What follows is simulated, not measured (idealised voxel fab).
process module | voxel tone inversion
cross-section cut | 295 nm wide | cells 5 nm
A cross-section is a grid of square cells, given in bands from the top down. A band is one or more rows of cells.
Each band's line starts with the height of the band's top and of its bottom, in nm. Then come its materials from left to right, each with its width in nm. One material with "throughout" fills the band from edge to edge. "air" is empty space.
Height 0 is the level under which the wafer as received is all one material. The lowest band goes on downwards, as in "0 down".
A width such as "30 to 40" changes by the same amount from each row of cells to the next, from the band's top row to its bottom row.
"no change" after a step means that no cell of the cross-section changed.
closed voids: empty space of 8 cells or more with no open way to the top, each as width x height at its distance from the left edge, in nm
after a step's settings: what the simulator itself notes on the step
overlay nm, on a step with a mask: how far to the right of its planned place the mask lay; to the left if negative
plan
1 op RECEIVE | material Si
2 op CONFORMAL_DEP | material SiCN | thk nm 5
3 op DIRECTIONAL_DEP | material aC | thk nm 25
4 op PATTERN | tone cover | mask id POSTS | material resist | width nm 25 | pitch nm 40 | thk nm 35 | overlay nm 0
5 op DIRECTIONAL_ETCH | etch materials aC | depth nm 25
6 op STRIP | etch materials resist
7 op FILL_DEP | material lowk | thk nm 5
8 op CMP | height nm 30
9 op STRIP | etch materials aC
first wafer, as planned
as received, after step 1
  0 down: Si throughout
  closed voids: none
after step 2
  5 to 0: SiCN throughout
  below 0: unchanged
after step 3
  30 to 5: aC throughout
  below 5: unchanged
after step 4
  65 to 30: air 75 | resist 25 | air 15 | resist 25 | air 15 | resist 25 | air 15 | resist 25 | air 75
  below 30: unchanged
after step 5
  40 to 30: air 75 | resist 25 | air 15 | resist 25 | air 15 | resist 25 | air 15 | resist 25 | air 75
  30 to 5: air 75 | aC 25 | air 15 | aC 25 | air 15 | aC 25 | air 15 | aC 25 | air 75
  below 5: unchanged
after step 6
  30 to 5: air 75 | aC 25 | air 15 | aC 25 | air 15 | aC 25 | air 15 | aC 25 | air 75
  below 5: unchanged
after step 7
  35 to 30: lowk throughout
  30 to 5: lowk 75 | aC 25 | lowk 15 | aC 25 | lowk 15 | aC 25 | lowk 15 | aC 25 | lowk 75
  below 5: unchanged
after step 8
  30 to 5: lowk 75 | aC 25 | lowk 15 | aC 25 | lowk 15 | aC 25 | lowk 15 | aC 25 | lowk 75
  below 5: unchanged
after step 9
  30 to 5: lowk 75 | air 25 | lowk 15 | air 25 | lowk 15 | air 25 | lowk 15 | air 25 | lowk 75
  below 5: unchanged
second wafer: like start, like plan, one mistake. Through step 3 it matches the first wafer
when step 4 should have ended
  65 to 30: air 70 | resist 25 | air 15 | resist 25 | air 15 | resist 25 | air 15 | resist 25 | air 80
  below 30: unchanged
when step 5 should have ended
  40 to 30: air 70 | resist 25 | air 15 | resist 25 | air 15 | resist 25 | air 15 | resist 25 | air 80
  30 to 5: air 70 | aC 25 | air 15 | aC 25 | air 15 | aC 25 | air 15 | aC 25 | air 80
  below 5: unchanged
when step 6 should have ended
  30 to 5: air 70 | aC 25 | air 15 | aC 25 | air 15 | aC 25 | air 15 | aC 25 | air 80
  below 5: unchanged
when step 7 should have ended
  35 to 30: lowk throughout
  30 to 5: lowk 70 | aC 25 | lowk 15 | aC 25 | lowk 15 | aC 25 | lowk 15 | aC 25 | lowk 80
  below 5: unchanged
when step 8 should have ended
  30 to 5: lowk 70 | aC 25 | lowk 15 | aC 25 | lowk 15 | aC 25 | lowk 15 | aC 25 | lowk 80
  below 5: unchanged
when step 9 should have ended
  30 to 5: lowk 70 | air 25 | lowk 15 | air 25 | lowk 15 | air 25 | lowk 15 | air 25 | lowk 80
  below 5: unchanged
what went wrong: step 4 ran as: op PATTERN | tone cover | mask id POSTS | material resist | width nm 25 | pitch nm 40 | thk nm 35 | overlay nm -5
at the end the second wafer has, in cells: as many of each material as the first, in other places
